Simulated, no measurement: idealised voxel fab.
Title: Process Module voxel self aligned contacts
Displayed cross-section: cut, width of 285 nm, square cells sized 5 nm.
A cross-section is a grid of square cells, given in bands from the top down. A band is one or more rows of cells. Heights first: top, then bottom, in nm. Then materials, left to right, each with a width in nm. "edge to edge" on a single material: fills the band edge to edge. "blank": empty space. Height is counted from the level 0, under which the received wafer is composed throughout of one material. The lowest of the bands is not closed at the bottom but continues downward, in the notation "top 0, no bottom". Quick explanation for "30 to 40": the width changes in equal steps down the rows of cells, from the first number in the band's top row to the second number in its bottom row. You'll sometimes find "nothing was modified" written for a step, and that's the way of saying that nowhere in the cross-section did a cell change during that step. Closed-off voids of 8+ cells (no open route to the top) go in "Enclosed void listing", written width x height at distance from the left edge, in nm. What comes after the settings on a step's line is commentary from the simulator itself on that step. "overlay nm" answers the question of how far to the right of plan the mask lay on a step that has a mask, and when it is negative the answer is to the left.

### plan
1) RECEIVE, material Si
2) OXIDIZE, depth nm 5
3) DIRECTIONAL_DEP, material polySi, thk nm 20
4) DIRECTIONAL_DEP, material SiN, thk nm 20
5) DIRECTIONAL_DEP, material aC, thk nm 10
6) PATTERN, tone cover, mask id GATE, material resist, width nm 25, pitch nm 55, thk nm 30, overlay nm 0
7) DIRECTIONAL_ETCH, etch materials aC, depth nm 10
8) STRIP, etch materials resist
9) DIRECTIONAL_ETCH, etch materials SiN, depth nm 20
10) DIRECTIONAL_ETCH, etch materials polySi, depth nm 20
11) STRIP, etch materials aC
12) CONFORMAL_DEP, material SiN, thk nm 5
13) DIRECTIONAL_ETCH, etch materials SiN, depth nm 5
14) FILL_DEP, material SiO2, thk nm 10
15) CMP, height nm 45
16) PATTERN, tone open, mask id CONTACT, material resist, width nm 30, pitch nm 55, thk nm 15, overlay nm 0
17) DIRECTIONAL_ETCH, etch materials SiO2, depth nm 50
18) STRIP, etch materials resist
19) CONFORMAL_DEP, material TiN, thk nm 5
20) FILL_DEP, material W, thk nm 5
21) CMP, height nm 45
22) CONFORMAL_DEP, material SiCN, thk nm 5
For this document, wafers share an identical start and vary in the step 16 width nm; the plan quotes the first wafer's value.

### So this is the first of several wafers, cross-sectioned as it came to us, meaning it's at the end of step 1
* top 0, no bottom: Si edge to edge
* Enclosed void listing: none

### The cross-section of the first of several wafers is given below for the end of the module, after its final step, step 22
* top 50, bottom 45: SiCN edge to edge
* top 45, bottom 40: SiO2 100 nm / TiN 10 nm / W 10 nm / TiN 10 nm / SiO2 25 nm / TiN 10 nm / W 10 nm / TiN 10 nm / SiO2 100 nm
* top 40, bottom 20: SiO2 70 nm / SiN 35 nm / TiN 5 nm / W 10 nm / TiN 5 nm / SiN 35 nm / TiN 5 nm / W 10 nm / TiN 5 nm / SiN 35 nm / SiO2 70 nm
* top 20, bottom 0: SiO2 70 nm / SiN 5 nm / polySi 25 nm / SiN 5 nm / TiN 5 nm / W 10 nm / TiN 5 nm / SiN 5 nm / polySi 25 nm / SiN 5 nm / TiN 5 nm / W 10 nm / TiN 5 nm / SiN 5 nm / polySi 25 nm / SiN 5 nm / SiO2 70 nm
* top 0, bottom -5: SiO2 105 nm / TiN 20 nm / SiO2 35 nm / TiN 20 nm / SiO2 105 nm
* top -5, no bottom: Si edge to edge
* Enclosed void listing: none

### Last-wafer cross-section at the end of the module
* top 50, bottom 45: SiCN edge to edge
* top 45, bottom 40: SiO2 95 nm / TiN 15 nm / W 10 nm / TiN 15 nm / SiO2 15 nm / TiN 15 nm / W 10 nm / TiN 15 nm / SiO2 95 nm
* top 40, bottom 20: SiO2 70 nm / SiN 35 nm / TiN 5 nm / W 10 nm / TiN 5 nm / SiN 35 nm / TiN 5 nm / W 10 nm / TiN 5 nm / SiN 35 nm / SiO2 70 nm
* top 20, bottom 0: SiO2 70 nm / SiN 5 nm / polySi 25 nm / SiN 5 nm / TiN 5 nm / W 10 nm / TiN 5 nm / SiN 5 nm / polySi 25 nm / SiN 5 nm / TiN 5 nm / W 10 nm / TiN 5 nm / SiN 5 nm / polySi 25 nm / SiN 5 nm / SiO2 70 nm
* top 0, bottom -5: SiO2 105 nm / TiN 20 nm / SiO2 35 nm / TiN 20 nm / SiO2 105 nm
* top -5, no bottom: Si edge to edge
* Enclosed void listing: none

### Below: a row per wafer. Contents at end of module: for every material, cells gained since receipt (+) or lost since receipt (-); then closed voids
width nm 30 | -57 Si | +57 SiCN | +108 SiN | +318 SiO2 | +48 TiN | +36 W | +60 polySi | Enclosed void listing: none
width nm 35 | -57 Si | +57 SiCN | +108 SiN | +316 SiO2 | +50 TiN | +36 W | +60 polySi | Enclosed void listing: none
width nm 40 | -57 Si | +57 SiCN | +108 SiN | +314 SiO2 | +52 TiN | +36 W | +60 polySi | Enclosed void listing: none
